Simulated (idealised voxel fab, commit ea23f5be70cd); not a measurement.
Proc. module: voxel trench capacitor
It is cross-section cut that appears here, measuring 175 nm in width, its square cells being 5 nm in size.
Each cross-section below is a grid of square cells, stated as bands in top-down order, with one or more rows of cells making up each band.
Within each band entry, the heights of the top and of the bottom of the band appear first, in that order and in nm; the materials of the band then follow from left to right, each with its corresponding width in nm. The designation "everywhere" on a single material indicates that it fills the band from edge to edge; the designation "empty" indicates empty space.
Note: height 0 marks the level under which the wafer is uniformly one material as received. Lowest band unbounded below, written "0 and below".
The notation "30..40" denotes a width that varies across the rows of cells in the band, beginning at the first number in the top row, finishing at the second number in the bottom row, and changing by an identical amount from each row to the next.
"nothing got changed" for a step: no cell of the cross-section changed in that step.
The entry titled "Closed cavities" provides the empty spaces that have no open way to the top, restricted to those of 8 cells or more. Each is presented as width x height at distance, the distance being measured from the left edge, with all three in nm.
Anything after a step's settings on that line? It's the simulator's own note about the step.
A step line may carry the setting "overlay nm", which, for steps involving a mask, states the distance by which the mask lay to the right of its intended position; negative values denote displacement to the left.

## Planned step list for the process
1) RECEIVE: material Si
2) CONFORMAL_DEP: material SiN, thk nm 10
3) PATTERN: tone open, mask id TRENCH, material resist, width nm 25, pitch nm 45, thk nm 15, overlay nm 0
4) DIRECTIONAL_ETCH: etch materials SiN, depth nm 10
5) DIRECTIONAL_ETCH: etch materials Si, depth nm 40
6) STRIP: etch materials resist
7) CONFORMAL_DEP: material HfO2, thk nm 5
8) CONFORMAL_DEP: material TiN, thk nm 5
9) FILL_DEP: material W, thk nm 5
10) CMP: height nm 10

## Cross-sectional view of the wafer in its as-received condition, corresponding to the state after step 1
> 0 and below: Si everywhere
> Closed cavities: none

## Module complete, cross-section. Starting point and plan per above. One mistake made in running the module
> 10 down to 0: SiN 50 nm; HfO2 10 nm; W 5 nm; HfO2 10 nm; SiN 20 nm; HfO2 10 nm; W 5 nm; HfO2 10 nm; SiN 55 nm
> 0 down to -30: Si 50 nm; HfO2 10 nm; W 5 nm; HfO2 10 nm; Si 20 nm; HfO2 10 nm; W 5 nm; HfO2 10 nm; Si 55 nm
> -30 down to -40: Si 50 nm; HfO2 25 nm; Si 20 nm; HfO2 25 nm; Si 55 nm
> -40 and below: Si everywhere
> Closed cavities: none
It is concluded that the wafer was processed incorrectly with respect to the plan, in that for step 8, the planned setting was not used; the step was instead run as CONFORMAL_DEP: material HfO2, thk nm 5
